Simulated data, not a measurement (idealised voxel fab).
The process module presented herein is designated voxel ribs on slabs.
Cross-section cut: width 190 nm, square cells of 5 nm.
In what follows, cross-sections appear as grids of square cells, described through bands that run from the top down, where every band is one or more rows of cells.
What a band's entry tells you: where the top is and where the bottom is, as heights in nm, and after that what lies inside, material by material from left to right, each with its width in nm. Empty space is written as the word "air", and a single material marked with the word "everywhere" occupies the band from edge to edge.
A quick word on heights: they are counted from 0, and under that level the wafer as it came to us is one material throughout. The lowest band is different from the rest in having no bottom; it simply continues downward, written as in "0 -> down".
Note: "30 to 40" means the width goes from the first number (top row of the band) to the second number (bottom row) in equal steps per row of cells.
What does "no modification" mean for a step? It means no cell of the cross-section changed in that step.
The list in "Cavities, sealed" covers empty spaces of 8 cells or more that cannot reach the top through any open way, and it gives each as width x height at distance; the distance is from the left edge, and width, height and distance are in nm.
Read whatever lies past the settings on a step's line as the simulator's own remark about the step.
overlay nm: right-of-plan distance of the mask on a masked step; negative values mean left-of-plan.
## Steps planned for the process
1: RECEIVE [material Si]
2: DIRECTIONAL_DEP [material SiO2] [thk nm 20]
3: DIRECTIONAL_DEP [material SiN] [thk nm 25]
4: PATTERN [tone cover] [mask id RIB] [material resist] [width nm 20] [thk nm 15] [overlay nm 0]
5: DIRECTIONAL_ETCH [etch materials SiN] [depth nm 10]
6: STRIP [etch materials resist]
7: PATTERN [tone cover] [mask id SLAB] [material resist] [width nm 70] [thk nm 20] [overlay nm 0]
8: DIRECTIONAL_ETCH [etch materials SiN] [depth nm 15]
9: STRIP [etch materials resist]
10: FILL_DEP [material SiO2] [thk nm 25]
11: CMP [height nm 60]
12: DIRECTIONAL_DEP [material TiN] [thk nm 5]
13: DIRECTIONAL_DEP [material aC] [thk nm 15]
14: PATTERN [tone cover] [mask id HEATER] [material resist] [width nm 30] [thk nm 30] [overlay nm 0]
15: DIRECTIONAL_ETCH [etch materials aC] [depth nm 15]
16: STRIP [etch materials resist]
17: DIRECTIONAL_ETCH [etch materials TiN] [depth nm 5]
18: STRIP [etch materials aC]
19: CONFORMAL_DEP [material SiO2] [thk nm 10]
## Incoming wafer, cross-sectional view, post step 1
	0 -> down | Si everywhere
	Cavities, sealed: none
## Cross-sectional view of the first of the two wafers upon completion of the module, processed in accordance with the plan
	75 -> 70 | 70 air, 50 SiO2, 70 air
	70 -> 65 | SiO2 everywhere
	65 -> 60 | 80 SiO2, 30 TiN, 80 SiO2
	60 -> 45 | SiO2 everywhere
	45 -> 35 | 85 SiO2, 20 SiN, 85 SiO2
	35 -> 20 | 60 SiO2, 70 SiN, 60 SiO2
	20 -> 0 | SiO2 everywhere
	0 -> down | Si everywhere
	Cavities, sealed: none
## Same start, same plan as the first wafer - but one mistake in the run. Cross-section of the second of the two at the end of the module
	75 -> 70 | 70 air, 50 aC, 70 air
	70 -> 65 | aC everywhere
	65 -> 60 | 80 aC, 30 TiN, 80 aC
	60 -> 45 | SiO2 everywhere
	45 -> 35 | 85 SiO2, 20 SiN, 85 SiO2
	35 -> 20 | 60 SiO2, 70 SiN, 60 SiO2
	20 -> 0 | SiO2 everywhere
	0 -> down | Si everywhere
	Cavities, sealed: none
In executing the process, a mistake was made relative to the plan: not per plan at step 19, really ran CONFORMAL_DEP [material aC] [thk nm 10]
Looking at both finished wafers in cells, the second ends up ahead of or behind the first on some materials: -80 SiO2; +80 aC
